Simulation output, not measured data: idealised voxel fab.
You're looking at the process module voxel spacer lines.
Pictured: cross-section cut, 300 nm wide, on a grid of 5 nm square cells.
In this document a cross-section is written as a grid of square cells. It is given as a series of bands, listed from the top down, and a band is one or more rows of cells. Band: top and bottom heights (nm) first, top before bottom; then materials from left to right, widths in nm. "full width" marks a sole material filling the band edge to edge. "empty" denotes empty space. Heads up on the height convention: 0 is the point under which the incoming wafer is all one material, and the lowest band has no bottom, it just keeps going down, like "0 -> down". So if you see something like "30 to 40" for the width, read it as the top row of the band sitting at the first number and the bottom row at the second, with every row in between moving by the same amount as the last. "nothing got changed" for a step: no cell of the cross-section changed in that step. Each empty space that has no open way to the top and spans at least 8 cells appears under "Enclosed internal voids" as width x height at distance, the distance counted from the left edge, all in nm. Anything after a step's settings on that line? It's the simulator's own note about the step. The setting "overlay nm" may be written on the line of a step. When the step uses a mask, the value reports how far to the right of the planned place the mask lay, and a negative value reports that it lay to the left.

Set out below are the planned steps of the process
| 1 | op RECEIVE | material Si |
| 2 | op CONFORMAL_DEP | material Al2O3 | thk nm 5 |
| 3 | op DIRECTIONAL_DEP | material polySi | thk nm 10 |
| 4 | op DIRECTIONAL_DEP | material aC | thk nm 25 |
| 5 | op PATTERN | tone cover | mask id MANDREL | material resist | width nm 15 | pitch nm 60 | thk nm 30 | overlay nm 0 |
| 6 | op DIRECTIONAL_ETCH | etch materials aC | depth nm 25 |
| 7 | op STRIP | etch materials resist |
| 8 | op CONFORMAL_DEP | material SiN | thk nm 15 |
| 9 | op DIRECTIONAL_ETCH | etch materials SiN | depth nm 15 |
| 10 | op STRIP | etch materials aC |
| 11 | op DIRECTIONAL_ETCH | etch materials polySi | depth nm 10 |
| 12 | op STRIP | etch materials SiN |
| 13 | op FILL_DEP | material lowk | thk nm 10 |
| 14 | op CMP | height nm 15 |
varied across the wafers: thk nm of step 2. The plan shows the first wafer's value. All wafers start alike

As received, i.e. after step 1: cross-section through the first of several wafers
- 0 -> down | Si full width
- Enclosed internal voids: none

Every row in this table is a wafer at the end of the module, and it gives, for each of the materials, the cells that wafer has gained (+) or lost (-) since it was received, then its closed voids
thk nm 5 | +60 Al2O3 | +96 lowk | +24 polySi | Enclosed internal voids: none
thk nm 10 | +120 Al2O3 | +48 lowk | +12 polySi | Enclosed internal voids: none
thk nm 15 | +180 Al2O3 | Enclosed internal voids: none
thk nm 20 | +180 Al2O3 | Enclosed internal voids: none
